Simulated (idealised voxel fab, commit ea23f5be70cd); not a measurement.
Name of the process module below: voxel transistor to metal
FYI the section here is cut, 205 nm wide, cells are 5 nm squares.
In this document a cross-section is written as a grid of square cells. It is given as a series of bands, listed from the top down, and a band is one or more rows of cells.
The entry gives the band's vertical extent as a top height and a bottom height in nm, then its horizontal make-up as materials from left to right, each with a width in nm. "blank" stands for empty space; a single material marked "throughout" fills the band edge to edge.
Heights from 0 (as-received wafer is one material below). Bottom band endless downward, as "from 0 down".
Per-row width for "30 to 40": begins at first number (top row of band), ends at second number (bottom row), increment between rows held constant.
Key: "stayed the same" - step with no changed cell in the cross-section.
Enclosed voids (no open way to top), threshold 8 cells or more, entry "Closed empty spaces", notation width x height at distance, distance from left edge, nm.
Read whatever lies past the settings on a step's line as the simulator's own remark about the step.
When a step includes a mask, the "overlay nm" setting on its line states how far to the right of its planned place that mask lay, and negative values state how far to the left.
Steps planned for the process:
step 1: RECEIVE | material Si
step 2: CONFORMAL_DEP | material SiO2 | thk nm 5
step 3: CONFORMAL_DEP | material SiN | thk nm 15
step 4: MASKED_ETCH | tone cover | mask id ACTIVE | width nm 105 | etch materials SiN | depth nm 15 | overlay nm 0
step 5: MASKED_ETCH | tone cover | mask id ACTIVE | width nm 105 | etch materials SiO2 | depth nm 5 | overlay nm 0
step 6: MASKED_ETCH | tone cover | mask id ACTIVE | width nm 105 | etch materials Si | depth nm 35 | overlay nm 0
step 7: FILL_DEP | material SiO2 | thk nm 15
step 8: CMP | height nm 20
step 9: SELECTIVE_ETCH | etch materials SiO2 | depth nm 5
step 10: STRIP | etch materials SiN
step 11: SELECTIVE_ETCH | etch materials SiO2 | depth nm 5
step 12: OXIDIZE | depth nm 5
step 13: DIRECTIONAL_DEP | material polySi | thk nm 20
step 14: DIRECTIONAL_DEP | material SiCN | thk nm 15
step 15: DIRECTIONAL_DEP | material aC | thk nm 10
step 16: PATTERN | tone cover | mask id GATE | material resist | width nm 15 | thk nm 30 | overlay nm 0
step 17: DIRECTIONAL_ETCH | etch materials aC | depth nm 10
step 18: STRIP | etch materials resist
step 19: DIRECTIONAL_ETCH | etch materials SiCN | depth nm 25
step 20: DIRECTIONAL_ETCH | etch materials polySi | depth nm 30
step 21: STRIP | etch materials aC
step 22: CONFORMAL_DEP | material SiO2 | thk nm 5
step 23: DIRECTIONAL_ETCH | etch materials SiO2 | depth nm 5
step 24: CONFORMAL_DEP | material SiN | thk nm 5
step 25: DIRECTIONAL_ETCH | etch materials SiN | depth nm 5
step 26: DIRECTIONAL_ETCH | etch materials SiO2 | depth nm 5
step 27: DIRECTIONAL_ETCH | etch materials Si | depth nm 15
step 28: EPI | material nSi | thk nm 15
step 29: FILL_DEP | material SiO2 | thk nm 5
step 30: CMP | height nm 35
step 31: DIRECTIONAL_DEP | material SiO2 | thk nm 15
step 32: DIRECTIONAL_DEP | material aC | thk nm 15
step 33: PATTERN | tone open | mask id CONTACT | material resist | width nm 35 | pitch nm 60 | thk nm 30 | overlay nm 0
step 34: DIRECTIONAL_ETCH | etch materials aC | depth nm 15
step 35: STRIP | etch materials resist
step 36: DIRECTIONAL_ETCH | etch materials SiO2 | depth nm 40
step 37: STRIP | etch materials aC
step 38: CONFORMAL_DEP | material TiN | thk nm 5
step 39: FILL_DEP | material Ru | thk nm 10
step 40: CMP | height nm 50
step 41: DIRECTIONAL_DEP | material TiN | thk nm 5
step 42: DIRECTIONAL_DEP | material W | thk nm 15
step 43: PATTERN | tone cover | mask id METAL_1 | material resist | width nm 20 | pitch nm 75 | thk nm 15 | overlay nm 0
step 44: DIRECTIONAL_ETCH | etch materials W | depth nm 15
step 45: DIRECTIONAL_ETCH | etch materials TiN | depth nm 5
step 46: STRIP | etch materials resist
step 47: FILL_DEP | material lowk | thk nm 5
step 48: CMP | height nm 70
step 49: CONFORMAL_DEP | material SiN | thk nm 5
Shown in cross-section is the wafer as received, that is, as it stands after step 1:
  from 0 down: Si throughout
  Closed empty spaces: none
Starting wafer: above. Plan: above. Run: one mistake. Cross-section after the module: below:
  from 75 to 70: SiN throughout
  from 70 to 55: 55 nm lowk, then 20 nm W, then 55 nm lowk, then 20 nm W, then 55 nm lowk
  from 55 to 50: 55 nm lowk, then 20 nm TiN, then 55 nm lowk, then 20 nm TiN, then 55 nm lowk
  from 50 to 40: 55 nm SiO2, then 5 nm TiN, then 25 nm Ru, then 5 nm TiN, then 25 nm SiO2, then 5 nm TiN, then 25 nm Ru, then 5 nm TiN, then 55 nm SiO2
  from 40 to 35: 55 nm SiO2, then 5 nm TiN, then 20 nm Ru, then 10 nm TiN, then 25 nm SiO2, then 10 nm TiN, then 20 nm Ru, then 5 nm TiN, then 55 nm SiO2
  from 35 to 20: 55 nm SiO2, then 5 nm TiN, then 20 nm Ru, then 5 nm TiN, then 5 nm SiN, then 5 nm SiO2, then 15 nm SiCN, then 5 nm SiO2, then 5 nm SiN, then 5 nm TiN, then 20 nm Ru, then 5 nm TiN, then 55 nm SiO2
  from 20 to 15: 55 nm SiO2, then 5 nm TiN, then 20 nm Ru, then 5 nm TiN, then 5 nm SiN, then 5 nm SiO2, then 15 nm polySi, then 5 nm SiO2, then 5 nm SiN, then 5 nm TiN, then 20 nm Ru, then 5 nm TiN, then 55 nm SiO2
  from 15 to 10: 55 nm SiO2, then 30 nm TiN, then 5 nm SiN, then 5 nm SiO2, then 15 nm polySi, then 5 nm SiO2, then 5 nm SiN, then 30 nm TiN, then 55 nm SiO2
  from 10 to 5: 45 nm SiO2, then 5 nm SiN, then 20 nm SiO2, then 15 nm nSi, then 5 nm SiN, then 5 nm SiO2, then 15 nm polySi, then 5 nm SiO2, then 5 nm SiN, then 15 nm nSi, then 20 nm SiO2, then 5 nm SiN, then 45 nm SiO2
  from 5 to 0: 45 nm SiO2, then 5 nm SiN, then 35 nm nSi, then 5 nm SiN, then 5 nm SiO2, then 15 nm polySi, then 5 nm SiO2, then 5 nm SiN, then 35 nm nSi, then 5 nm SiN, then 45 nm SiO2
  from 0 to -5: 50 nm SiO2, then 35 nm nSi, then 35 nm SiO2, then 35 nm nSi, then 50 nm SiO2
  from -5 to -10: 55 nm SiO2, then 30 nm nSi, then 35 nm Si, then 30 nm nSi, then 55 nm SiO2
  from -10 to -20: 50 nm SiO2, then 5 nm Si, then 30 nm nSi, then 35 nm Si, then 30 nm nSi, then 5 nm Si, then 50 nm SiO2
  from -20 to -35: 50 nm SiO2, then 105 nm Si, then 50 nm SiO2
  from -35 down: Si throughout
  Closed empty spaces: none
Nonconformance to the process plan: a sequencing error occurred in which plan steps 9 and 10 were transposed
